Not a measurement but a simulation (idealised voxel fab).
process module | voxel capacitor over wiring
cross-section cut | 150 nm wide | cells 5 nm
A cross-section is a grid of square cells, given in bands from the top down. A band is one or more rows of cells.
Each band's line starts with the height of the band's top and of its bottom, in nm. Then come its materials from left to right, each with its width in nm. One material with "throughout" fills the band from edge to edge. "air" is empty space.
Height 0 is the level under which the wafer as received is all one material. The lowest band goes on downwards, as in "0 down".
A width such as "30 to 40" changes by the same amount from each row of cells to the next, from the band's top row to its bottom row.
"no change" after a step means that no cell of the cross-section changed.
closed voids: empty space of 8 cells or more with no open way to the top, each as width x height at its distance from the left edge, in nm
after a step's settings: what the simulator itself notes on the step
overlay nm, on a step with a mask: how far to the right of its planned place the mask lay; to the left if negative
plan
1 op RECEIVE | material Si
2 op CONFORMAL_DEP | material SiO2 | thk nm 15
3 op CONFORMAL_DEP | material SiN | thk nm 5
4 op DIRECTIONAL_DEP | material lowk | thk nm 20
5 op PATTERN | tone open | mask id METAL_1 | material resist | width nm 25 | pitch nm 90 | thk nm 20 | overlay nm 0
6 op DIRECTIONAL_ETCH | etch materials lowk | depth nm 20
7 op DIRECTIONAL_ETCH | etch materials SiN | depth nm 5
8 op STRIP | etch materials resist
9 op CONFORMAL_DEP | material TiN | thk nm 5
10 op FILL_DEP | material W | thk nm 5
11 op CMP | height nm 40
12 op CONFORMAL_DEP | material SiCN | thk nm 5
13 op DIRECTIONAL_DEP | material lowk | thk nm 20
14 op DIRECTIONAL_DEP | material aC | thk nm 15
15 op PATTERN | tone open | mask id PLUG_1 | material resist | width nm 15 | thk nm 35 | overlay nm 0
16 op DIRECTIONAL_ETCH | etch materials aC | depth nm 15
17 op STRIP | etch materials resist
18 op DIRECTIONAL_ETCH | etch materials lowk | depth nm 20
19 op DIRECTIONAL_ETCH | etch materials SiCN | depth nm 5
20 op STRIP | etch materials aC
21 op EPI | material Ru | thk nm 10
22 op EPI | material Ru | thk nm 10
23 op EPI | material Ru | thk nm 5
24 op DIRECTIONAL_DEP | material TiN | thk nm 10
25 op DIRECTIONAL_DEP | material Al2O3 | thk nm 5
26 op DIRECTIONAL_DEP | material TiN | thk nm 5
27 op PATTERN | tone cover | mask id UPPER_PLATE | material resist | width nm 70 | thk nm 20 | overlay nm 0
28 op DIRECTIONAL_ETCH | etch materials TiN | depth nm 5
29 op DIRECTIONAL_ETCH | etch materials Al2O3 | depth nm 5
30 op STRIP | etch materials resist
31 op DIRECTIONAL_DEP | material aC | thk nm 10
32 op PATTERN | tone cover | mask id LOWER_PLATE | material resist | width nm 80 | thk nm 25 | overlay nm 0
33 op DIRECTIONAL_ETCH | etch materials aC | depth nm 10
34 op STRIP | etch materials resist
35 op DIRECTIONAL_ETCH | etch materials TiN | depth nm 10
36 op STRIP | etch materials aC
37 op FILL_DEP | material SiO2 | thk nm 20
38 op CMP | height nm 100
39 op DIRECTIONAL_DEP | material aC | thk nm 15
40 op PATTERN | tone open | mask id PLUG_2 | material resist | width nm 15 | thk nm 30 | overlay nm 0
41 op DIRECTIONAL_ETCH | etch materials aC | depth nm 15
42 op STRIP | etch materials resist
43 op DIRECTIONAL_ETCH | etch materials SiO2 | depth nm 15
44 op STRIP | etch materials aC
45 op CONFORMAL_DEP | material TiN | thk nm 5
46 op FILL_DEP | material Cu | thk nm 10
47 op CMP | height nm 100
48 op CONFORMAL_DEP | material SiCN | thk nm 5
as received, after step 1
  0 down: Si throughout
  closed voids: none
first wafer at the end, as planned
  105 to 100: SiCN throughout
  100 to 90: SiO2 35 | TiN 5 | Cu 5 | TiN 5 | SiO2 100
  90 to 80: SiO2 35 to 25 | TiN 15 to 70 | SiO2 100 to 55
  80 to 75: SiO2 25 | Al2O3 70 | SiO2 55
  75 to 65: SiO2 20 | TiN 80 | SiO2 50
  65 to 45: lowk 25 | Ru 15 | lowk 110
  45 to 40: SiCN 25 | Ru 15 | SiCN 110
  40 to 20: lowk 15 | TiN 5 | W 15 | TiN 5 | lowk 65 | TiN 5 | W 15 | TiN 5 | lowk 20
  20 to 15: SiN 15 | TiN 25 | SiN 65 | TiN 25 | SiN 20
  15 to 0: SiO2 throughout
  0 down: Si throughout
  closed voids: none
second wafer at the end: like start, like plan, one mistake
  105 to 100: SiCN throughout
  100 to 90: SiO2 30 | TiN 5 | Cu 5 | TiN 5 | SiO2 105
  90 to 80: SiO2 30 to 25 | TiN 15 to 70 | SiO2 105 to 55
  80 to 75: SiO2 25 | Al2O3 70 | SiO2 55
  75 to 65: SiO2 20 | TiN 80 | SiO2 50
  65 to 45: lowk 25 | Ru 15 | lowk 110
  45 to 40: SiCN 25 | Ru 15 | SiCN 110
  40 to 20: lowk 15 | TiN 5 | W 15 | TiN 5 | lowk 65 | TiN 5 | W 15 | TiN 5 | lowk 20
  20 to 15: SiN 15 | TiN 25 | SiN 65 | TiN 25 | SiN 20
  15 to 0: SiO2 throughout
  0 down: Si throughout
  closed voids: none
what went wrong: step 40 ran as: op PATTERN | tone open | mask id PLUG_2 | material resist | width nm 15 | thk nm 30 | overlay nm -5
at the end the second wafer has, in cells: as many of each material as the first, in other places
